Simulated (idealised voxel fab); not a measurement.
Title: Process Module voxel gate over fins
FYI the section here is cut, 255 nm wide, cells are 5 nm squares.
Heads up, the way a cross-section reads in here is a grid of square cells, handed over as bands from the top down, with every band being one or more rows of cells.
Each band's line starts with the height of the band's top and of its bottom, in nm. Then come its materials from left to right, each with its width in nm. One material with "full width" fills the band from edge to edge. "empty" is empty space.
We count height from 0. Below that, the starting wafer is all one material. The lowest band never ends at the bottom but goes on down; see "top 0, no bottom" for how that is written.
Note: "30..40" means the width goes from the first number (top row of the band) to the second number (bottom row) in equal steps per row of cells.
When a step is marked "no alteration", none of the cells in the cross-section changed during that step.
The list in "Enclosed voids" covers empty spaces of 8 cells or more that cannot reach the top through any open way, and it gives each as width x height at distance; the distance is from the left edge, and width, height and distance are in nm.
Past the settings on a step's line: simulator remark, on that step.
"overlay nm", when on a step's line for a step with a mask, measures how far to the right of its planned place the mask lay; a negative measure means to the left.

The following list gives the planned process steps
1. RECEIVE with material Si
2. CONFORMAL_DEP with material SiN, thk nm 10
3. MASKED_ETCH with tone cover, mask id FINS, width nm 15, pitch nm 55, etch materials SiN, depth nm 10, overlay nm 0
4. MASKED_ETCH with tone cover, mask id FINS, width nm 15, pitch nm 55, etch materials Si, depth nm 40, overlay nm 0
5. OXIDIZE with depth nm 5
6. FILL_DEP with material SiO2, thk nm 10
7. CMP with height nm 10
8. DIRECTIONAL_DEP with material aC, thk nm 10
9. PATTERN with tone open, mask id RAIL, material resist, width nm 15, thk nm 30, overlay nm 0
10. DIRECTIONAL_ETCH with etch materials aC, depth nm 10
11. STRIP with etch materials resist
12. DIRECTIONAL_ETCH with etch materials SiO2, depth nm 45
13. STRIP with etch materials aC
14. CONFORMAL_DEP with material TiN, thk nm 5
15. FILL_DEP with material W, thk nm 10
16. CMP with height nm 10
17. SELECTIVE_ETCH with etch materials W Ru TiN, depth nm 35
18. FILL_DEP with material SiO2, thk nm 5
19. CMP with height nm 10
20. SELECTIVE_ETCH with etch materials SiO2, depth nm 25
21. STRIP with etch materials SiN
22. CONFORMAL_DEP with material HfO2, thk nm 5
23. CONFORMAL_DEP with material TiN, thk nm 5
24. FILL_DEP with material W, thk nm 15
25. CMP with height nm 20
26. CONFORMAL_DEP with material SiCN, thk nm 10

Cross-sectional view of the wafer in its as-received condition, corresponding to the state after step 1
	top 0, no bottom  Si full width
	Enclosed voids: none

Cross-section at module end, one run error; start and plan unchanged from above
	top 30, bottom 20  SiCN full width
	top 20, bottom 10  W full width
	top 10, bottom 5  W (25) / TiN (35) / W (20) / TiN (35) / W (20) / TiN (35) / W (20) / TiN (35) / W (30)
	top 5, bottom 0  W (25) / TiN (5) / HfO2 (25) / TiN (5) / W (20) / TiN (5) / HfO2 (25) / TiN (5) / W (20) / TiN (5) / HfO2 (25) / TiN (5) / W (20) / TiN (5) / HfO2 (25) / TiN (5) / W (30)
	top 0, bottom -30  W (25) / TiN (5) / HfO2 (5) / SiO2 (5) / Si (5) / SiO2 (5) / HfO2 (5) / TiN (5) / W (20) / TiN (5) / HfO2 (5) / SiO2 (5) / Si (5) / SiO2 (5) / HfO2 (5) / TiN (5) / W (20) / TiN (5) / HfO2 (5) / SiO2 (5) / Si (5) / SiO2 (5) / HfO2 (5) / TiN (5) / W (20) / TiN (5) / HfO2 (5) / SiO2 (5) / Si (5) / SiO2 (5) / HfO2 (5) / TiN (5) / W (30)
	top -30, bottom -35  TiN (30) / HfO2 (5) / SiO2 (5) / Si (5) / SiO2 (5) / HfO2 (5) / TiN (30) / HfO2 (5) / SiO2 (5) / Si (5) / SiO2 (5) / HfO2 (5) / TiN (30) / HfO2 (5) / SiO2 (5) / Si (5) / SiO2 (5) / HfO2 (5) / TiN (30) / HfO2 (5) / SiO2 (5) / Si (5) / SiO2 (5) / HfO2 (5) / TiN (35)
	top -35, bottom -40  HfO2 (35) / SiO2 (5) / Si (5) / SiO2 (5) / HfO2 (40) / SiO2 (5) / Si (5) / SiO2 (5) / HfO2 (40) / SiO2 (5) / Si (5) / SiO2 (5) / HfO2 (40) / SiO2 (5) / Si (5) / SiO2 (5) / HfO2 (40)
	top -40, bottom -45  SiO2 (40) / Si (5) / SiO2 (50) / Si (5) / SiO2 (50) / Si (5) / SiO2 (50) / Si (5) / SiO2 (45)
	top -45, no bottom  Si full width
	Enclosed voids: none
Finding, execution versus plan: step 6 ran with different settings than intended, the actual operation and settings being FILL_DEP with material SiN, thk nm 10
